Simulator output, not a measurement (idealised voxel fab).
process module | voxel self aligned vias
cross-section cut | 280 nm wide | cells 5 nm
A cross-section is a grid of square cells, given in bands from the top down. A band is one or more rows of cells.
Each band's line starts with the height of the band's top and of its bottom, in nm. Then come its materials from left to right, each with its width in nm. One material with "throughout" fills the band from edge to edge. "air" is empty space.
Height 0 is the level under which the wafer as received is all one material. The lowest band goes on downwards, as in "0 down".
A width such as "30 to 40" changes by the same amount from each row of cells to the next, from the band's top row to its bottom row.
"no change" after a step means that no cell of the cross-section changed.
closed voids: empty space of 8 cells or more with no open way to the top, each as width x height at its distance from the left edge, in nm
after a step's settings: what the simulator itself notes on the step
overlay nm, on a step with a mask: how far to the right of its planned place the mask lay; to the left if negative
plan
1 op RECEIVE | material Si
2 op CONFORMAL_DEP | material SiO2 | thk nm 15
3 op CONFORMAL_DEP | material SiCN | thk nm 5
4 op DIRECTIONAL_DEP | material SiO2 | thk nm 30
5 op PATTERN | tone open | mask id LINES | material resist | width nm 20 | pitch nm 70 | thk nm 20 | overlay nm 0
6 op DIRECTIONAL_ETCH | etch materials SiO2 | depth nm 30
7 op STRIP | etch materials resist
8 op CONFORMAL_DEP | material TiN | thk nm 5
9 op FILL_DEP | material Ru | thk nm 5
10 op CMP | height nm 50
11 op SELECTIVE_ETCH | etch materials W Ru TiN | depth nm 10
12 op FILL_DEP | material SiN | thk nm 5
13 op CMP | height nm 50
14 op DIRECTIONAL_DEP | material SiO2 | thk nm 15
15 op MASKED_ETCH | tone open | mask id VIAS | width nm 50 | pitch nm 70 | etch materials SiO2 | depth nm 15 | overlay nm 0
16 op MASKED_ETCH | tone open | mask id VIAS | width nm 50 | pitch nm 70 | etch materials SiN | depth nm 10 | overlay nm 0
17 op CONFORMAL_DEP | material TiN | thk nm 5
18 op FILL_DEP | material Ru | thk nm 5
19 op CMP | height nm 65
20 op CONFORMAL_DEP | material SiN | thk nm 5
varied across the wafers: width nm of step 5. The plan shows the first wafer's value. All wafers start alike
first wafer as received, after step 1
  0 down: Si throughout
  closed voids: none
first wafer at the end, after step 20
  70 to 65: SiN throughout
  65 to 55: SiO2 45 | TiN 5 | Ru 40 | TiN 5 | SiO2 20 | TiN 5 | Ru 40 | TiN 5 | SiO2 20 | TiN 5 | Ru 40 | TiN 5 | SiO2 45
  55 to 45: SiO2 45 to 60 | TiN 20 to 5 | Ru 10 | TiN 20 to 5 | SiO2 20 to 50 | TiN 20 to 5 | Ru 10 | TiN 20 to 5 | SiO2 20 to 50 | TiN 20 to 5 | Ru 10 | TiN 20 to 5 | SiO2 45 to 60
  45 to 40: SiO2 60 | TiN 20 | SiO2 50 | TiN 20 | SiO2 50 | TiN 20 | SiO2 60
  40 to 25: SiO2 60 | TiN 5 | Ru 10 | TiN 5 | SiO2 50 | TiN 5 | Ru 10 | TiN 5 | SiO2 50 | TiN 5 | Ru 10 | TiN 5 | SiO2 60
  25 to 20: SiO2 60 | TiN 20 | SiO2 50 | TiN 20 | SiO2 50 | TiN 20 | SiO2 60
  20 to 15: SiCN throughout
  15 to 0: SiO2 throughout
  0 down: Si throughout
  closed voids: none
last wafer at the end
  70 to 65: SiN throughout
  65 to 55: SiO2 45 | TiN 5 | Ru 40 | TiN 5 | SiO2 20 | TiN 5 | Ru 40 | TiN 5 | SiO2 20 | TiN 5 | Ru 40 | TiN 5 | SiO2 45
  55 to 45: SiO2 45 to 50 | TiN 10 to 5 | Ru 35 | TiN 5 | SiO2 20 to 25 | TiN 10 to 5 | Ru 35 | TiN 5 | SiO2 20 to 25 | TiN 10 to 5 | Ru 35 | TiN 5 | SiO2 45
  45 to 40: SiO2 50 | TiN 45 | SiO2 25 | TiN 45 | SiO2 25 | TiN 45 | SiO2 45
  40 to 25: SiO2 50 | TiN 5 | Ru 35 | TiN 5 | SiO2 25 | TiN 5 | Ru 35 | TiN 5 | SiO2 25 | TiN 5 | Ru 35 | TiN 5 | SiO2 45
  25 to 20: SiO2 50 | TiN 45 | SiO2 25 | TiN 45 | SiO2 25 | TiN 45 | SiO2 45
  20 to 15: SiCN throughout
  15 to 0: SiO2 throughout
  0 down: Si throughout
  closed voids: none
each wafer at the end: cells of each material gained (+) or lost (-) since it was received, then its closed voids
width nm 20 | +78 Ru | +56 SiCN | +56 SiN | +510 SiO2 | +84 TiN | closed voids: none
width nm 25 | +93 Ru | +56 SiCN | +56 SiN | +492 SiO2 | +87 TiN | closed voids: none
width nm 30 | +108 Ru | +56 SiCN | +56 SiN | +474 SiO2 | +90 TiN | closed voids: none
width nm 35 | +123 Ru | +56 SiCN | +56 SiN | +456 SiO2 | +93 TiN | closed voids: none
width nm 40 | +138 Ru | +56 SiCN | +56 SiN | +438 SiO2 | +96 TiN | closed voids: none
width nm 45 | +153 Ru | +56 SiCN | +56 SiN | +420 SiO2 | +99 TiN | closed voids: none
